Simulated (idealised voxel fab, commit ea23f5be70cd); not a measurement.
Process module name: voxel ribs on slabs
Shown is cross-section cut, with a width of 300 nm and square cells of size 5 nm.
Heads up, the way a cross-section reads in here is a grid of square cells, handed over as bands from the top down, with every band being one or more rows of cells.
This entry defines a band. It first specifies the height of the band's top and the height of its bottom in nm, and then specifies the band's materials from left to right, stating each material with its width in nm. The word "all across" identifies a single material that fills the band from edge to edge, while the word "blank" identifies empty space.
Height reference: 0 = level under which incoming wafer is all one material. Lowest band: no bottom, runs on downward, e.g. "top 0, no bottom".
Width spec "30->40" -> top row of cells at first value, bottom row at second value, equal per-row change in between.
Where a step carries "everything unchanged", the cross-section came out of it unchanged, cell for cell.
If an empty space has no open way to the top and is at least 8 cells in size, "Fully closed voids" lists it, written width x height at distance, where distance is measured from the left edge and every value is in nm.
Post-settings text on a step line: simulator's own remark regarding the step.
When a step includes a mask, the "overlay nm" setting on its line states how far to the right of its planned place that mask lay, and negative values state how far to the left.
### Here's what the planned process steps look like
1) op RECEIVE | material Si
2) op DIRECTIONAL_DEP | material SiO2 | thk nm 30
3) op DIRECTIONAL_DEP | material polySi | thk nm 20
4) op MASKED_ETCH | tone cover | mask id RIB | width nm 20 | etch materials polySi | depth nm 5 | overlay nm 0
5) op DIRECTIONAL_DEP | material aC | thk nm 10
6) op PATTERN | tone cover | mask id SLAB | material resist | width nm 50 | thk nm 30 | overlay nm 0
7) op DIRECTIONAL_ETCH | etch materials aC | depth nm 10
8) op STRIP | etch materials resist
9) op DIRECTIONAL_ETCH | etch materials polySi | depth nm 15
10) op STRIP | etch materials aC
11) op FILL_DEP | material SiO2 | thk nm 25
12) op CMP | height nm 70
13) op DIRECTIONAL_DEP | material TiN | thk nm 10
14) op PATTERN | tone cover | mask id HEATER | material resist | width nm 30 | thk nm 15 | overlay nm 0
15) op DIRECTIONAL_ETCH | etch materials TiN | depth nm 10
16) op STRIP | etch materials resist
17) op CONFORMAL_DEP | material SiO2 | thk nm 5
### Cross-section of the wafer upon arrival, representing the state reached after step 1
    top 0, no bottom | Si all across
    Fully closed voids: none
### Looking at the first of two wafers in cross-section at end of module - ran to plan
    top 85, bottom 80 | 130 of blank | 40 of SiO2 | 130 of blank
    top 80, bottom 75 | 130 of blank | 5 of SiO2 | 30 of TiN | 5 of SiO2 | 130 of blank
    top 75, bottom 70 | 135 of SiO2 | 30 of TiN | 135 of SiO2
    top 70, bottom 50 | SiO2 all across
    top 50, bottom 45 | 140 of SiO2 | 20 of polySi | 140 of SiO2
    top 45, bottom 30 | 125 of SiO2 | 50 of polySi | 125 of SiO2
    top 30, bottom 0 | SiO2 all across
    top 0, no bottom | Si all across
    Fully closed voids: none
### Cross-section of the latter of the two wafers at module completion. It had an identical start and an identical plan to the former; in running it, one mistake was made
    top 85, bottom 80 | 130 of blank | 40 of SiO2 | 130 of blank
    top 80, bottom 75 | 130 of blank | 5 of SiO2 | 30 of TiN | 5 of SiO2 | 130 of blank
    top 75, bottom 70 | 135 of SiO2 | 30 of TiN | 135 of SiO2
    top 70, bottom 45 | SiO2 all across
    top 45, bottom 40 | 140 of SiO2 | 20 of polySi | 140 of SiO2
    top 40, bottom 25 | 125 of SiO2 | 50 of polySi | 125 of SiO2
    top 25, bottom 0 | SiO2 all across
    top 0, no bottom | Si all across
    Fully closed voids: none
Where did the run depart from the plan? it should be noted that step 2 was executed with settings other than those planned, the operation and settings actually applied being op DIRECTIONAL_DEP | material SiO2 | thk nm 25
Upon completion, the cell count for each material on the second wafer equals that on the first, whereas the spatial distribution of those cells differs.
